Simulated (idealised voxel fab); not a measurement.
Presented below is a process module, voxel released beams.
Square cell edge 5 nm, section width 210 nm, ID cut.
A cross-section is written here as square cells arranged in a grid, and it is given in bands from the top down, each band taking up one or more rows of cells.
Heights first: top, then bottom, in nm. Then materials, left to right, each with a width in nm. "throughout" on a single material: fills the band edge to edge. "empty": empty space.
For the purposes of this specification, 0 denotes the height below which the wafer in its as-received condition is composed wholly of one material, and the lowermost band, lacking a lower limit, extends downward without end, as expressed in "0 and below".
Quick explanation for "30->40": the width changes in equal steps down the rows of cells, from the first number in the band's top row to the second number in its bottom row.
Key: "identical to before" - step with no changed cell in the cross-section.
For the entry "Closed cavity list", the listed items are empty spaces with no open way to the top whose size is 8 cells or more; each item follows the pattern width x height at distance, where distance is from the left edge and all three are in nm.
Text after the settings on a step's line: the simulator's own remark on that step.
overlay nm: right-of-plan distance of the mask on a masked step; negative values mean left-of-plan.

## The process steps that were planned are listed below
1,RECEIVE (material Si)
2,CONFORMAL_DEP (material Al2O3; thk nm 5)
3,DIRECTIONAL_DEP (material SiO2; thk nm 15)
4,DIRECTIONAL_DEP (material aC; thk nm 15)
5,PATTERN (tone open; mask id ANCHOR; material resist; width nm 30; thk nm 30; overlay nm 0)
6,DIRECTIONAL_ETCH (etch materials aC; depth nm 15)
7,STRIP (etch materials resist)
8,DIRECTIONAL_ETCH (etch materials SiO2; depth nm 15)
9,STRIP (etch materials aC)
10,CONFORMAL_DEP (material SiN; thk nm 10)
11,MASKED_ETCH (tone cover; mask id BEAM; width nm 90; etch materials SiN; depth nm 10; overlay nm 0)
12,STRIP (etch materials SiO2)

## Of two wafers, the first: run according to plan

## Cross-section of the wafer upon arrival, representing the state reached after step 1
> 0 and below: Si throughout
> Closed cavity list: none

## After step 2, in cross-section
> 5 down to 0: Al2O3 throughout
> Below 0, no change.

## After step 3, in cross-section
> 20 down to 5: SiO2 throughout
> Below 5, no change.

## After step 4, in cross-section
> 35 down to 20: aC throughout
> Below 20, no change.

## After step 5, in cross-section
> 65 down to 35: resist (60)  empty (30)  resist (120)
> Below 35, no change.

## After step 6, in cross-section
> 50 down to 35: resist (60)  empty (30)  resist (120)
> 35 down to 20: aC (60)  empty (30)  aC (120)
> Below 20, no change.

## After step 7, in cross-section
> 35 down to 20: aC (60)  empty (30)  aC (120)
> Below 20, no change.

## After step 8, in cross-section
> 35 down to 20: aC (60)  empty (30)  aC (120)
> 20 down to 5: SiO2 (60)  empty (30)  SiO2 (120)
> Below 5, no change.

## After step 9, in cross-section
> 20 down to 5: SiO2 (60)  empty (30)  SiO2 (120)
> Below 5, no change.

## After step 10, in cross-section
> 30 down to 20: SiN (70)  empty (10)  SiN (130)
> 20 down to 15: SiO2 (60)  SiN (10)  empty (10)  SiN (10)  SiO2 (120)
> 15 down to 5: SiO2 (60)  SiN (30)  SiO2 (120)
> Below 5, no change.

## After step 11, in cross-section
> 30 down to 20: empty (55)  SiN (15)  empty (10)  SiN (65)  empty (65)
> Below 20, no change.

## After step 12, in cross-section
> 30 down to 20: empty (55)  SiN (15)  empty (10)  SiN (65)  empty (65)
> 20 down to 15: empty (60)  SiN (10)  empty (10)  SiN (10)  empty (120)
> 15 down to 5: empty (60)  SiN (30)  empty (120)
> Below 5, no change.

## For the second wafer, take the first wafer's start and plan, then add one mistake made in running it; everything through step 8, that step included, is shared with the first

## X-section, second wafer, when step 9 was due to finish
> 20 down to 5: SiO2 (60)  empty (30)  SiO2 (120)
> Below 5, no change.

## X-section, second wafer, when step 10 was due to finish
> 30 down to 20: SiN (70)  empty (10)  SiN (130)
> 20 down to 15: SiO2 (60)  SiN (10)  empty (10)  SiN (10)  SiO2 (120)
> 15 down to 5: SiO2 (60)  SiN (30)  SiO2 (120)
> Below 5, no change.

## X-section, second wafer, when step 11 was due to finish
> 30 down to 20: empty (55)  SiN (15)  empty (10)  SiN (65)  empty (65)
> Below 20, no change.

## X-section, second wafer, when step 12 was due to finish
> 30 down to 20: empty (55)  SiN (15)  empty (10)  SiN (65)  empty (65)
> 20 down to 15: empty (60)  SiN (10)  empty (10)  SiN (10)  empty (120)
> 15 down to 5: empty (60)  SiN (30)  empty (120)
> Below 5, no change.
Heads up, the wafer didn't run the way we planned it: step 9 of the plan was executed twice over
Honestly, by the end the two wafers have the same cross-section, so the mistake just doesn't show up in what this model computes.
